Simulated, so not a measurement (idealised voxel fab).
Documented hereafter: the process module known as voxel capacitor over wiring.
In the cross-section labelled cut, the width is 260 nm and each square cell is 5 nm.
Reading order for cross-sections: top band down to bottom band. Underlying form: a grid of square cells. Band size: one or more rows of cells. It is stipulated that each band's entry specify, in nanometres, the height of the top of the band and then that of its bottom, followed by the materials of the band in left-to-right sequence, each together with its width in nanometres. A single material marked by the word "edge to edge" is understood to fill the band from edge to edge; the word "empty" is understood to denote empty space. All heights in this document are referenced to 0, defined as the level beneath which the wafer, as received, consists entirely of one material. The lowest band is not bounded below; it extends indefinitely downward and is written in the form "0 down". Width "30->40": first value at the band's top row of cells, second value at its bottom row, equal change from row to row. Reading "nothing got changed" for a step: not a cell of the cross-section changed in it. Reported under the label "Sealed internal voids" are the empty spaces having no open way to the top and comprising 8 cells or more; the notation for each is width x height at distance, in which the distance is measured from the left edge and all three values are in nm. What comes after the settings on a step's line is commentary from the simulator itself on that step. The line of a step may include "overlay nm". On a step with a mask, this value is how far to the right of its planned place the mask lay. A negative value means the mask lay to the left.
Steps in the process plan
1 RECEIVE (material Si)
2 CONFORMAL_DEP (material SiO2; thk nm 15)
3 CONFORMAL_DEP (material SiCN; thk nm 5)
4 DIRECTIONAL_DEP (material lowk; thk nm 25)
5 DIRECTIONAL_DEP (material aC; thk nm 10)
6 PATTERN (tone open; mask id METAL_1; material resist; width nm 20; pitch nm 80; thk nm 30; overlay nm 0)
7 DIRECTIONAL_ETCH (etch materials aC; depth nm 10)
8 STRIP (etch materials resist)
9 DIRECTIONAL_ETCH (etch materials lowk; depth nm 25)
10 DIRECTIONAL_ETCH (etch materials SiCN; depth nm 5)
11 STRIP (etch materials aC)
12 CONFORMAL_DEP (material TiN; thk nm 5)
13 FILL_DEP (material Ru; thk nm 5)
14 CMP (height nm 45)
15 EPI (material Ru; thk nm 5)
16 FILL_DEP (material SiCN; thk nm 5)
17 DIRECTIONAL_DEP (material SiO2; thk nm 20)
18 MASKED_ETCH (tone open; mask id PLUG_1; width nm 15; etch materials SiO2; depth nm 20; overlay nm 0)
19 MASKED_ETCH (tone open; mask id PLUG_1; width nm 15; etch materials SiCN; depth nm 5; overlay nm 0)
20 CONFORMAL_DEP (material TiN; thk nm 5)
21 FILL_DEP (material W; thk nm 10)
22 CMP (height nm 75)
23 DIRECTIONAL_DEP (material TiN; thk nm 5)
24 DIRECTIONAL_DEP (material Al2O3; thk nm 5)
25 DIRECTIONAL_DEP (material TiN; thk nm 10)
26 PATTERN (tone cover; mask id UPPER_PLATE; material resist; width nm 65; thk nm 15; overlay nm 0)
27 DIRECTIONAL_ETCH (etch materials TiN; depth nm 10)
28 DIRECTIONAL_ETCH (etch materials Al2O3; depth nm 5)
29 STRIP (etch materials resist)
30 PATTERN (tone cover; mask id LOWER_PLATE; material resist; width nm 75; thk nm 15; overlay nm 0)
31 DIRECTIONAL_ETCH (etch materials TiN; depth nm 5)
32 STRIP (etch materials resist)
33 FILL_DEP (material SiO2; thk nm 20)
34 CMP (height nm 110)
35 PATTERN (tone open; mask id PLUG_2; material resist; width nm 15; thk nm 15; overlay nm 0)
36 DIRECTIONAL_ETCH (etch materials SiO2; depth nm 15)
37 STRIP (etch materials resist)
38 CONFORMAL_DEP (material TiN; thk nm 5)
39 FILL_DEP (material Ru; thk nm 10)
40 CMP (height nm 110)
41 CONFORMAL_DEP (material SiCN; thk nm 5)
The cross-section here shows the wafer as received, i.e. in its state after step 1
0 down  Si edge to edge
Sealed internal voids: none
End-of-module cross-section. Starting structure and process plan as above; one mistake made in running it
115 to 110  SiCN edge to edge
110 to 100  SiO2=95, TiN=5, Ru=5, TiN=5, SiO2=150
100 to 95  SiO2=95, TiN=15, SiO2=150
95 to 85  SiO2=85, TiN=65, SiO2=110
85 to 80  SiO2=85, Al2O3=65, SiO2=110
80 to 75  SiO2=80, TiN=75, SiO2=105
75 to 55  SiO2=85, TiN=5, W=5, TiN=5, SiO2=160
55 to 50  SiCN=85, TiN=15, SiCN=160
50 to 45  SiCN=75, Ru=30, SiCN=50, Ru=30, SiCN=75
45 to 30  lowk=80, TiN=5, Ru=10, TiN=5, lowk=60, TiN=5, Ru=10, TiN=5, lowk=80
30 to 25  SiCN=80, TiN=20, SiCN=60, TiN=20, SiCN=80
25 to 0  SiO2 edge to edge
0 down  Si edge to edge
Sealed internal voids: none
Want to know what went wrong? step 2 ran with different settings than intended, the actual operation and settings being CONFORMAL_DEP (material SiO2; thk nm 25)
